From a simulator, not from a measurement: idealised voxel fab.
Module name: voxel released beams (process module)
Pictured: cross-section cut, 275 nm wide, on a grid of 5 nm square cells.
A cross-section is a grid of square cells, given in bands from the top down. A band is one or more rows of cells. The entry gives the band's vertical extent as a top height and a bottom height in nm, then its horizontal make-up as materials from left to right, each with a width in nm. "empty" stands for empty space; a single material marked "everywhere" fills the band edge to edge. Where do heights start? At 0: under that level the wafer as delivered is made of one material only. And the lowest band has no floor; it just carries on downward, as in "z 0 and below". Per-row width for "30..40": begins at first number (top row of band), ends at second number (bottom row), increment between rows held constant. "remained unchanged", as given for a step, is the statement that not any cell of the cross-section underwent a change during that step. Closed empty spaces (no open way to the top) of 8 cells or more are what "Enclosed void listing" lists, each as width x height at distance from the left edge, nm for all three. Past the settings on a step's line: simulator remark, on that step. When a step includes a mask, the "overlay nm" setting on its line states how far to the right of its planned place that mask lay, and negative values state how far to the left.

**List of planned process steps**
1,RECEIVE with material Si
2,CONFORMAL_DEP with material SiN, thk nm 5
3,DIRECTIONAL_DEP with material SiO2, thk nm 15
4,DIRECTIONAL_DEP with material aC, thk nm 15
5,PATTERN with tone open, mask id ANCHOR, material resist, width nm 35, thk nm 35, overlay nm 0
6,DIRECTIONAL_ETCH with etch materials aC, depth nm 15
7,STRIP with etch materials resist
8,DIRECTIONAL_ETCH with etch materials SiO2, depth nm 15
9,STRIP with etch materials aC
10,CONFORMAL_DEP with material W, thk nm 15
11,MASKED_ETCH with tone cover, mask id BEAM, width nm 90, etch materials W, depth nm 15, overlay nm 0
12,STRIP with etch materials SiO2

**Concerning the first of two wafers, which was run in accordance with the plan**

**So this is the incoming wafer in cross-section - it's already been through step 1**
    z 0 and below  Si everywhere
    Enclosed void listing: none

**After step 2, in cross-section**
    z 5 to 0  SiN everywhere
    Unchanged below 0.

**After step 3, in cross-section**
    z 20 to 5  SiO2 everywhere
    Unchanged below 5.

**After step 4, in cross-section**
    z 35 to 20  aC everywhere
    Unchanged below 20.

**After step 5, in cross-section**
    z 70 to 35  resist (95) | empty (35) | resist (145)
    Unchanged below 35.

**After step 6, in cross-section**
    z 55 to 35  resist (95) | empty (35) | resist (145)
    z 35 to 20  aC (95) | empty (35) | aC (145)
    Unchanged below 20.

**After step 7, in cross-section**
    z 35 to 20  aC (95) | empty (35) | aC (145)
    Unchanged below 20.

**After step 8, in cross-section**
    z 35 to 20  aC (95) | empty (35) | aC (145)
    z 20 to 5  SiO2 (95) | empty (35) | SiO2 (145)
    Unchanged below 5.

**After step 9, in cross-section**
    z 20 to 5  SiO2 (95) | empty (35) | SiO2 (145)
    Unchanged below 5.

**After step 10, in cross-section**
    z 35 to 20  W (110) | empty (5) | W (160)
    z 20 to 5  SiO2 (95) | W (35) | SiO2 (145)
    Unchanged below 5.

**After step 11, in cross-section**
    z 35 to 20  empty (90) | W (20) | empty (5) | W (65) | empty (95)
    Unchanged below 20.

**After step 12, in cross-section**
    z 35 to 20  empty (90) | W (20) | empty (5) | W (65) | empty (95)
    z 20 to 5  empty (95) | W (35) | empty (145)
    Unchanged below 5.

**Second Wafer (Identical Start and Plan, One Processing Error; Matches First Wafer Through Step 9)**

**Cross-section of the second wafer corresponding to the planned conclusion of step 10**
    z 45 to 20  W everywhere
    z 20 to 5  SiO2 (95) | W (35) | SiO2 (145)
    Unchanged below 5.

**Cross-section of the second wafer corresponding to the planned conclusion of step 11**
    z 45 to 30  empty (90) | W (90) | empty (95)
    Unchanged below 30.

Cross-section of the second wafer corresponding to the planned conclusion of step 12: remained unchanged
In executing the process, a mistake was made relative to the plan: step 10: run off-plan, actual operation and settings CONFORMAL_DEP with material W, thk nm 25
Looking at both finished wafers in cells, the second ends up ahead of or behind the first on some materials: SiO2: 144 more, W: 113 more
